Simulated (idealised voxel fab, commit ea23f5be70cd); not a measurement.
You're looking at the process module voxel ribs on slabs.
Xsec cut, 220 nm wide, square cell size 5 nm.
Reading order for cross-sections: top band down to bottom band. Underlying form: a grid of square cells. Band size: one or more rows of cells.
In this notation a band is specified by the heights of its top and bottom, in that order and in nm, after which its materials appear from left to right, each paired with its width in nm. The word "edge to edge" attached to a single material means that material fills the band from edge to edge; the word "empty" stands for empty space.
A quick word on heights: they are counted from 0, and under that level the wafer as it came to us is one material throughout. The lowest band is different from the rest in having no bottom; it simply continues downward, written as in "from 0 down".
The width entry "30..40" should be interpreted row by row: the top row of cells in the band takes the first number, the bottom row takes the second number, and the change between adjacent rows is uniform throughout.
For the purposes of this document, the phrase "nothing altered" attached to a step denotes that no cell within the cross-section was modified by that step.
Voids not open to the top, 8 cells minimum: see "Entrapped voids". Written width x height at distance; distance is from the left edge; nm.
Past the settings on a step's line: simulator remark, on that step.
"overlay nm" on a masked step: distance the mask lay right of its planned place, negative for left.
**The steps planned for the process are as follows**
1: op RECEIVE | material Si
2: op DIRECTIONAL_DEP | material SiO2 | thk nm 20
3: op DIRECTIONAL_DEP | material SiN | thk nm 25
4: op DIRECTIONAL_DEP | material aC | thk nm 15
5: op PATTERN | tone cover | mask id RIB | material resist | width nm 15 | thk nm 30 | overlay nm 0
6: op DIRECTIONAL_ETCH | etch materials aC | depth nm 15
7: op STRIP | etch materials resist
8: op DIRECTIONAL_ETCH | etch materials SiN | depth nm 20
9: op STRIP | etch materials aC
10: op DIRECTIONAL_DEP | material aC | thk nm 10
11: op PATTERN | tone cover | mask id SLAB | material resist | width nm 45 | thk nm 30 | overlay nm 0
12: op DIRECTIONAL_ETCH | etch materials aC | depth nm 10
13: op STRIP | etch materials resist
14: op DIRECTIONAL_ETCH | etch materials SiN | depth nm 5
15: op STRIP | etch materials aC
16: op FILL_DEP | material SiO2 | thk nm 25
17: op CMP | height nm 60
18: op DIRECTIONAL_DEP | material TiN | thk nm 5
19: op MASKED_ETCH | tone cover | mask id HEATER | width nm 25 | etch materials TiN | depth nm 5 | overlay nm 0
20: op CONFORMAL_DEP | material SiO2 | thk nm 10
**Incoming wafer in cross-section (state: after step 1)**
from 0 down: Si edge to edge
Entrapped voids: none
**The cross-section shown corresponds to the wafer at the conclusion of the module. The initial structure and the process plan are those presented above; however, one mistake occurred in executing the plan**
from 75 to 70: empty (85), then SiO2 (45), then empty (90)
from 70 to 65: SiO2 edge to edge
from 65 to 60: SiO2 (95), then TiN (25), then SiO2 (100)
from 60 to 45: SiO2 (100), then SiN (15), then SiO2 (105)
from 45 to 40: SiO2 (85), then SiN (45), then SiO2 (90)
from 40 to 0: SiO2 edge to edge
from 0 down: Si edge to edge
Entrapped voids: none
Nonconformance to the process plan: it should be noted that step 2 of the plan was executed twice
